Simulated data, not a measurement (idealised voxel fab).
process module | voxel transistor to metal
cross-section cut | 280 nm wide | cells 5 nm
A cross-section is a grid of square cells, given in bands from the top down. A band is one or more rows of cells.
Each band's line starts with the height of the band's top and of its bottom, in nm. Then come its materials from left to right, each with its width in nm. One material with "throughout" fills the band from edge to edge. "air" is empty space.
Height 0 is the level under which the wafer as received is all one material. The lowest band goes on downwards, as in "0 down".
A width such as "30 to 40" changes by the same amount from each row of cells to the next, from the band's top row to its bottom row.
"no change" after a step means that no cell of the cross-section changed.
closed voids: empty space of 8 cells or more with no open way to the top, each as width x height at its distance from the left edge, in nm
after a step's settings: what the simulator itself notes on the step
overlay nm, on a step with a mask: how far to the right of its planned place the mask lay; to the left if negative
plan
1 op RECEIVE | material Si
2 op OXIDIZE | depth nm 5
3 op CONFORMAL_DEP | material SiN | thk nm 10
4 op PATTERN | tone cover | mask id ACTIVE | material resist | width nm 105 | pitch nm 125 | thk nm 15 | overlay nm 0
5 op DIRECTIONAL_ETCH | etch materials SiN | depth nm 10
6 op DIRECTIONAL_ETCH | etch materials SiO2 | depth nm 5
7 op DIRECTIONAL_ETCH | etch materials Si | depth nm 30
8 op STRIP | etch materials resist
9 op OXIDIZE | depth nm 5
10 op FILL_DEP | material SiO2 | thk nm 15
11 op CMP | height nm 10
12 op SELECTIVE_ETCH | etch materials SiO2 | depth nm 5
13 op STRIP | etch materials SiN
14 op SELECTIVE_ETCH | etch materials SiO2 | depth nm 5
15 op OXIDIZE | depth nm 5
16 op DIRECTIONAL_DEP | material polySi | thk nm 20
17 op DIRECTIONAL_DEP | material SiCN | thk nm 15
18 op DIRECTIONAL_DEP | material aC | thk nm 15
19 op PATTERN | tone cover | mask id GATE | material resist | width nm 15 | pitch nm 125 | thk nm 30 | overlay nm 0
20 op DIRECTIONAL_ETCH | etch materials aC | depth nm 15
21 op STRIP | etch materials resist
22 op DIRECTIONAL_ETCH | etch materials SiCN | depth nm 25
23 op DIRECTIONAL_ETCH | etch materials polySi | depth nm 30
24 op STRIP | etch materials aC
25 op CONFORMAL_DEP | material SiO2 | thk nm 5
26 op DIRECTIONAL_ETCH | etch materials SiO2 | depth nm 5
27 op CONFORMAL_DEP | material SiN | thk nm 5
28 op DIRECTIONAL_ETCH | etch materials SiN | depth nm 5
29 op DIRECTIONAL_ETCH | etch materials SiO2 | depth nm 5
30 op DIRECTIONAL_ETCH | etch materials Si | depth nm 10
31 op EPI | material pSi | thk nm 15
32 op FILL_DEP | material SiO2 | thk nm 5
33 op CMP | height nm 30
34 op DIRECTIONAL_DEP | material SiO2 | thk nm 10
35 op MASKED_ETCH | tone open | mask id CONTACT | width nm 35 | etch materials SiO2 | depth nm 45 | overlay nm 0
36 op CONFORMAL_DEP | material TiN | thk nm 5
37 op FILL_DEP | material Ru | thk nm 10
38 op CMP | height nm 40
39 op DIRECTIONAL_DEP | material TiN | thk nm 5
40 op DIRECTIONAL_DEP | material W | thk nm 20
41 op MASKED_ETCH | tone cover | mask id METAL_1 | width nm 20 | etch materials W | depth nm 20 | overlay nm 0
42 op MASKED_ETCH | tone cover | mask id METAL_1 | width nm 20 | etch materials TiN | depth nm 5 | overlay nm 0
43 op FILL_DEP | material lowk | thk nm 5
44 op CMP | height nm 65
45 op CONFORMAL_DEP | material SiN | thk nm 5
as received, after step 1
  0 down: Si throughout
  closed voids: none
first wafer at the end, as planned
  70 to 65: SiN throughout
  65 to 45: lowk 30 | W 20 | lowk 55 | W 20 | lowk 30 | W 20 | lowk 55 | W 20 | lowk 30
  45 to 40: lowk 30 | TiN 20 | lowk 55 | TiN 20 | lowk 30 | TiN 20 | lowk 55 | TiN 20 | lowk 30
  40 to 30: SiO2 30 | TiN 5 | Ru 25 to 20 | TiN 5 to 10 | SiO2 25 | TiN 5 to 10 | Ru 25 to 20 | TiN 5 | SiO2 30 | TiN 5 | Ru 25 to 20 | TiN 5 to 10 | SiO2 25 | TiN 5 to 10 | Ru 25 to 20 | TiN 5 | SiO2 30
  30 to 15: SiO2 30 | TiN 5 | Ru 20 | TiN 5 | SiN 5 | SiO2 5 | SiCN 15 | SiO2 5 | SiN 5 | TiN 5 | Ru 20 | TiN 5 | SiO2 30 | TiN 5 | Ru 20 | TiN 5 | SiN 5 | SiO2 5 | SiCN 15 | SiO2 5 | SiN 5 | TiN 5 | Ru 20 | TiN 5 | SiO2 30
  15 to 5: SiO2 30 | TiN 5 | Ru 20 to 5 | TiN 5 to 20 | SiN 5 | SiO2 5 | polySi 15 | SiO2 5 | SiN 5 | TiN 5 to 20 | Ru 20 to 5 | TiN 5 | SiO2 30 | TiN 5 | Ru 20 to 5 | TiN 5 to 20 | SiN 5 | SiO2 5 | polySi 15 | SiO2 5 | SiN 5 | TiN 5 to 20 | Ru 20 to 5 | TiN 5 | SiO2 30
  5 to 0: SiO2 30 | TiN 5 | Ru 5 | TiN 5 | pSi 15 | SiN 5 | SiO2 5 | polySi 15 | SiO2 5 | SiN 5 | pSi 15 | TiN 5 | Ru 5 | TiN 5 | SiO2 30 | TiN 5 | Ru 5 | TiN 5 | pSi 15 | SiN 5 | SiO2 5 | polySi 15 | SiO2 5 | SiN 5 | pSi 15 | TiN 5 | Ru 5 | TiN 5 | SiO2 30
  0 to -5: SiO2 25 | SiN 5 | TiN 15 | pSi 15 | SiN 5 | SiO2 5 | polySi 15 | SiO2 5 | SiN 5 | pSi 15 | TiN 15 | SiN 5 | SiO2 20 | SiN 5 | TiN 15 | pSi 15 | SiN 5 | SiO2 5 | polySi 15 | SiO2 5 | SiN 5 | pSi 15 | TiN 15 | SiN 5 | SiO2 25
  -5 to -10: SiO2 30 | pSi 30 | SiO2 35 | pSi 30 | SiO2 30 | pSi 30 | SiO2 35 | pSi 30 | SiO2 30
  -10 to -20: SiO2 30 | pSi 30 | Si 35 | pSi 30 | SiO2 30 | pSi 30 | Si 35 | pSi 30 | SiO2 30
  -20 to -40: SiO2 30 | Si 95 | SiO2 30 | Si 95 | SiO2 30
  -40 down: Si throughout
  closed voids: none
second wafer at the end: like start, like plan, one mistake
  70 to 65: SiN throughout
  65 to 45: lowk 30 | W 20 | lowk 55 | W 20 | lowk 30 | W 20 | lowk 55 | W 20 | lowk 30
  45 to 40: lowk 30 | TiN 20 | lowk 55 | TiN 20 | lowk 30 | TiN 20 | lowk 55 | TiN 20 | lowk 30
  40 to 30: SiO2 20 | TiN 5 | Ru 25 | TiN 5 | SiO2 25 | TiN 5 to 20 | Ru 25 to 10 | TiN 5 | SiO2 30 | TiN 5 | Ru 25 | TiN 5 | SiO2 25 | TiN 5 to 20 | Ru 25 to 10 | TiN 5 | SiO2 40
  30 to 15: SiO2 20 | TiN 5 | Ru 25 | TiN 5 | SiO2 5 | SiN 5 | SiO2 5 | SiCN 15 | TiN 5 | SiN 5 | TiN 5 | Ru 10 | TiN 5 | SiO2 30 | TiN 5 | Ru 25 | TiN 5 | SiO2 5 | SiN 5 | SiO2 5 | SiCN 15 | TiN 5 | SiN 5 | TiN 5 | Ru 10 | TiN 5 | SiO2 40
  15 to 10: SiO2 20 | TiN 5 | Ru 25 | TiN 5 | SiO2 5 | SiN 5 | SiO2 5 | polySi 15 | TiN 5 | SiN 5 | TiN 5 | Ru 10 | TiN 5 | SiO2 30 | TiN 5 | Ru 25 | TiN 5 | SiO2 5 | SiN 5 | SiO2 5 | polySi 15 | TiN 5 | SiN 5 | TiN 5 | Ru 10 | TiN 5 | SiO2 40
  10 to 5: SiO2 20 | TiN 5 | Ru 15 | TiN 15 | SiO2 5 | SiN 5 | SiO2 5 | polySi 15 | TiN 5 | SiN 5 | TiN 20 | SiO2 30 | TiN 5 | Ru 15 | TiN 15 | SiO2 5 | SiN 5 | SiO2 5 | polySi 15 | TiN 5 | SiN 5 | TiN 20 | SiO2 40
  5 to 0: SiO2 20 | TiN 15 | Ru 5 | TiN 5 | pSi 15 | SiN 5 | SiO2 5 | polySi 15 | TiN 5 | SiN 5 | pSi 15 | TiN 5 | SiO2 30 | TiN 15 | Ru 5 | TiN 5 | pSi 15 | SiN 5 | SiO2 5 | polySi 15 | TiN 5 | SiN 5 | pSi 15 | TiN 5 | SiO2 40
  0 to -5: SiO2 20 | TiN 5 | SiN 5 | TiN 15 | pSi 15 | SiN 5 | SiO2 5 | polySi 15 | TiN 5 | SiN 5 | pSi 15 | TiN 5 | SiO2 10 | SiN 5 | SiO2 15 | TiN 5 | SiN 5 | TiN 15 | pSi 15 | SiN 5 | SiO2 5 | polySi 15 | TiN 5 | SiN 5 | pSi 15 | TiN 5 | SiO2 10 | SiN 5 | SiO2 25
  -5 to -10: SiO2 30 | pSi 30 | SiO2 35 | pSi 30 | SiO2 30 | pSi 30 | SiO2 35 | pSi 30 | SiO2 30
  -10 to -20: SiO2 30 | pSi 30 | Si 35 | pSi 30 | SiO2 30 | pSi 30 | Si 35 | pSi 30 | SiO2 30
  -20 to -40: SiO2 30 | Si 95 | SiO2 30 | Si 95 | SiO2 30
  -40 down: Si throughout
  closed voids: none
what went wrong: step 35 ran as: op MASKED_ETCH | tone open | mask id CONTACT | width nm 35 | etch materials SiO2 | depth nm 45 | overlay nm -10
at the end the second wafer has, in cells: 10 fewer of Ru | 2 fewer of SiO2 | 12 more of TiN
